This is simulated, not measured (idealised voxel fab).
process module | voxel trench capacitor
cross-section cut | 195 nm wide | cells 5 nm
A cross-section is a grid of square cells, given in bands from the top down. A band is one or more rows of cells.
Each band's line starts with the height of the band's top and of its bottom, in nm. Then come its materials from left to right, each with its width in nm. One material with "throughout" fills the band from edge to edge. "air" is empty space.
Height 0 is the level under which the wafer as received is all one material. The lowest band goes on downwards, as in "0 down".
A width such as "30 to 40" changes by the same amount from each row of cells to the next, from the band's top row to its bottom row.
"no change" after a step means that no cell of the cross-section changed.
closed voids: empty space of 8 cells or more with no open way to the top, each as width x height at its distance from the left edge, in nm
after a step's settings: what the simulator itself notes on the step
overlay nm, on a step with a mask: how far to the right of its planned place the mask lay; to the left if negative
plan
1 op RECEIVE | material Si
2 op CONFORMAL_DEP | material SiN | thk nm 10
3 op PATTERN | tone open | mask id TRENCH | material resist | width nm 25 | pitch nm 45 | thk nm 15 | overlay nm 0
4 op DIRECTIONAL_ETCH | etch materials SiN | depth nm 10
5 op DIRECTIONAL_ETCH | etch materials Si | depth nm 30
6 op STRIP | etch materials resist
7 op CONFORMAL_DEP | material Al2O3 | thk nm 5
8 op CONFORMAL_DEP | material TiN | thk nm 5
9 op FILL_DEP | material W | thk nm 5
10 op CMP | height nm 10
first wafer, as planned
as received, after step 1
  0 down: Si throughout
  closed voids: none
after step 2
  10 to 0: SiN throughout
  below 0: unchanged
after step 3
  25 to 10: resist 40 | air 25 | resist 20 | air 25 | resist 20 | air 25 | resist 40
  below 10: unchanged
after step 4
  25 to 10: resist 40 | air 25 | resist 20 | air 25 | resist 20 | air 25 | resist 40
  10 to 0: SiN 40 | air 25 | SiN 20 | air 25 | SiN 20 | air 25 | SiN 40
  below 0: unchanged
after step 5
  25 to 10: resist 40 | air 25 | resist 20 | air 25 | resist 20 | air 25 | resist 40
  10 to 0: SiN 40 | air 25 | SiN 20 | air 25 | SiN 20 | air 25 | SiN 40
  0 to -30: Si 40 | air 25 | Si 20 | air 25 | Si 20 | air 25 | Si 40
  below -30: unchanged
after step 6
  10 to 0: SiN 40 | air 25 | SiN 20 | air 25 | SiN 20 | air 25 | SiN 40
  below 0: unchanged
after step 7
  15 to 10: Al2O3 45 | air 15 | Al2O3 30 | air 15 | Al2O3 30 | air 15 | Al2O3 45
  10 to 0: SiN 40 | Al2O3 5 | air 15 | Al2O3 5 | SiN 20 | Al2O3 5 | air 15 | Al2O3 5 | SiN 20 | Al2O3 5 | air 15 | Al2O3 5 | SiN 40
  0 to -25: Si 40 | Al2O3 5 | air 15 | Al2O3 5 | Si 20 | Al2O3 5 | air 15 | Al2O3 5 | Si 20 | Al2O3 5 | air 15 | Al2O3 5 | Si 40
  -25 to -30: Si 40 | Al2O3 25 | Si 20 | Al2O3 25 | Si 20 | Al2O3 25 | Si 40
  below -30: unchanged
after step 8
  20 to 15: TiN 50 | air 5 | TiN 40 | air 5 | TiN 40 | air 5 | TiN 50
  15 to 10: Al2O3 45 | TiN 5 | air 5 | TiN 5 | Al2O3 30 | TiN 5 | air 5 | TiN 5 | Al2O3 30 | TiN 5 | air 5 | TiN 5 | Al2O3 45
  10 to 0: SiN 40 | Al2O3 5 | TiN 5 | air 5 | TiN 5 | Al2O3 5 | SiN 20 | Al2O3 5 | TiN 5 | air 5 | TiN 5 | Al2O3 5 | SiN 20 | Al2O3 5 | TiN 5 | air 5 | TiN 5 | Al2O3 5 | SiN 40
  0 to -20: Si 40 | Al2O3 5 | TiN 5 | air 5 | TiN 5 | Al2O3 5 | Si 20 | Al2O3 5 | TiN 5 | air 5 | TiN 5 | Al2O3 5 | Si 20 | Al2O3 5 | TiN 5 | air 5 | TiN 5 | Al2O3 5 | Si 40
  -20 to -25: Si 40 | Al2O3 5 | TiN 15 | Al2O3 5 | Si 20 | Al2O3 5 | TiN 15 | Al2O3 5 | Si 20 | Al2O3 5 | TiN 15 | Al2O3 5 | Si 40
  below -25: unchanged
after step 9
  25 to 20: W throughout
  20 to 15: TiN 50 | W 5 | TiN 40 | W 5 | TiN 40 | W 5 | TiN 50
  15 to 10: Al2O3 45 | TiN 5 | W 5 | TiN 5 | Al2O3 30 | TiN 5 | W 5 | TiN 5 | Al2O3 30 | TiN 5 | W 5 | TiN 5 | Al2O3 45
  10 to 0: SiN 40 | Al2O3 5 | TiN 5 | W 5 | TiN 5 | Al2O3 5 | SiN 20 | Al2O3 5 | TiN 5 | W 5 | TiN 5 | Al2O3 5 | SiN 20 | Al2O3 5 | TiN 5 | W 5 | TiN 5 | Al2O3 5 | SiN 40
  0 to -20: Si 40 | Al2O3 5 | TiN 5 | W 5 | TiN 5 | Al2O3 5 | Si 20 | Al2O3 5 | TiN 5 | W 5 | TiN 5 | Al2O3 5 | Si 20 | Al2O3 5 | TiN 5 | W 5 | TiN 5 | Al2O3 5 | Si 40
  below -20: unchanged
after step 10
  10 to 0: SiN 40 | Al2O3 5 | TiN 5 | W 5 | TiN 5 | Al2O3 5 | SiN 20 | Al2O3 5 | TiN 5 | W 5 | TiN 5 | Al2O3 5 | SiN 20 | Al2O3 5 | TiN 5 | W 5 | TiN 5 | Al2O3 5 | SiN 40
  below 0: unchanged
second wafer: like start, like plan, one mistake. Through step 2 it matches the first wafer
when step 3 should have ended
  25 to 10: resist 35 | air 25 | resist 20 | air 25 | resist 20 | air 25 | resist 45
  below 10: unchanged
when step 4 should have ended
  25 to 10: resist 35 | air 25 | resist 20 | air 25 | resist 20 | air 25 | resist 45
  10 to 0: SiN 35 | air 25 | SiN 20 | air 25 | SiN 20 | air 25 | SiN 45
  below 0: unchanged
when step 5 should have ended
  25 to 10: resist 35 | air 25 | resist 20 | air 25 | resist 20 | air 25 | resist 45
  10 to 0: SiN 35 | air 25 | SiN 20 | air 25 | SiN 20 | air 25 | SiN 45
  0 to -30: Si 35 | air 25 | Si 20 | air 25 | Si 20 | air 25 | Si 45
  below -30: unchanged
when step 6 should have ended
  10 to 0: SiN 35 | air 25 | SiN 20 | air 25 | SiN 20 | air 25 | SiN 45
  below 0: unchanged
when step 7 should have ended
  15 to 10: Al2O3 40 | air 15 | Al2O3 30 | air 15 | Al2O3 30 | air 15 | Al2O3 50
  10 to 0: SiN 35 | Al2O3 5 | air 15 | Al2O3 5 | SiN 20 | Al2O3 5 | air 15 | Al2O3 5 | SiN 20 | Al2O3 5 | air 15 | Al2O3 5 | SiN 45
  0 to -25: Si 35 | Al2O3 5 | air 15 | Al2O3 5 | Si 20 | Al2O3 5 | air 15 | Al2O3 5 | Si 20 | Al2O3 5 | air 15 | Al2O3 5 | Si 45
  -25 to -30: Si 35 | Al2O3 25 | Si 20 | Al2O3 25 | Si 20 | Al2O3 25 | Si 45
  below -30: unchanged
when step 8 should have ended
  20 to 15: TiN 45 | air 5 | TiN 40 | air 5 | TiN 40 | air 5 | TiN 55
  15 to 10: Al2O3 40 | TiN 5 | air 5 | TiN 5 | Al2O3 30 | TiN 5 | air 5 | TiN 5 | Al2O3 30 | TiN 5 | air 5 | TiN 5 | Al2O3 50
  10 to 0: SiN 35 | Al2O3 5 | TiN 5 | air 5 | TiN 5 | Al2O3 5 | SiN 20 | Al2O3 5 | TiN 5 | air 5 | TiN 5 | Al2O3 5 | SiN 20 | Al2O3 5 | TiN 5 | air 5 | TiN 5 | Al2O3 5 | SiN 45
  0 to -20: Si 35 | Al2O3 5 | TiN 5 | air 5 | TiN 5 | Al2O3 5 | Si 20 | Al2O3 5 | TiN 5 | air 5 | TiN 5 | Al2O3 5 | Si 20 | Al2O3 5 | TiN 5 | air 5 | TiN 5 | Al2O3 5 | Si 45
  -20 to -25: Si 35 | Al2O3 5 | TiN 15 | Al2O3 5 | Si 20 | Al2O3 5 | TiN 15 | Al2O3 5 | Si 20 | Al2O3 5 | TiN 15 | Al2O3 5 | Si 45
  below -25: unchanged
when step 9 should have ended
  25 to 20: W throughout
  20 to 15: TiN 45 | W 5 | TiN 40 | W 5 | TiN 40 | W 5 | TiN 55
  15 to 10: Al2O3 40 | TiN 5 | W 5 | TiN 5 | Al2O3 30 | TiN 5 | W 5 | TiN 5 | Al2O3 30 | TiN 5 | W 5 | TiN 5 | Al2O3 50
  10 to 0: SiN 35 | Al2O3 5 | TiN 5 | W 5 | TiN 5 | Al2O3 5 | SiN 20 | Al2O3 5 | TiN 5 | W 5 | TiN 5 | Al2O3 5 | SiN 20 | Al2O3 5 | TiN 5 | W 5 | TiN 5 | Al2O3 5 | SiN 45
  0 to -20: Si 35 | Al2O3 5 | TiN 5 | W 5 | TiN 5 | Al2O3 5 | Si 20 | Al2O3 5 | TiN 5 | W 5 | TiN 5 | Al2O3 5 | Si 20 | Al2O3 5 | TiN 5 | W 5 | TiN 5 | Al2O3 5 | Si 45
  below -20: unchanged
when step 10 should have ended
  10 to 0: SiN 35 | Al2O3 5 | TiN 5 | W 5 | TiN 5 | Al2O3 5 | SiN 20 | Al2O3 5 | TiN 5 | W 5 | TiN 5 | Al2O3 5 | SiN 20 | Al2O3 5 | TiN 5 | W 5 | TiN 5 | Al2O3 5 | SiN 45
  below 0: unchanged
what went wrong: step 3 ran as: op PATTERN | tone open | mask id TRENCH | material resist | width nm 25 | pitch nm 45 | thk nm 15 | overlay nm -5
at the end the second wafer has, in cells: as many of each material as the first, in other places
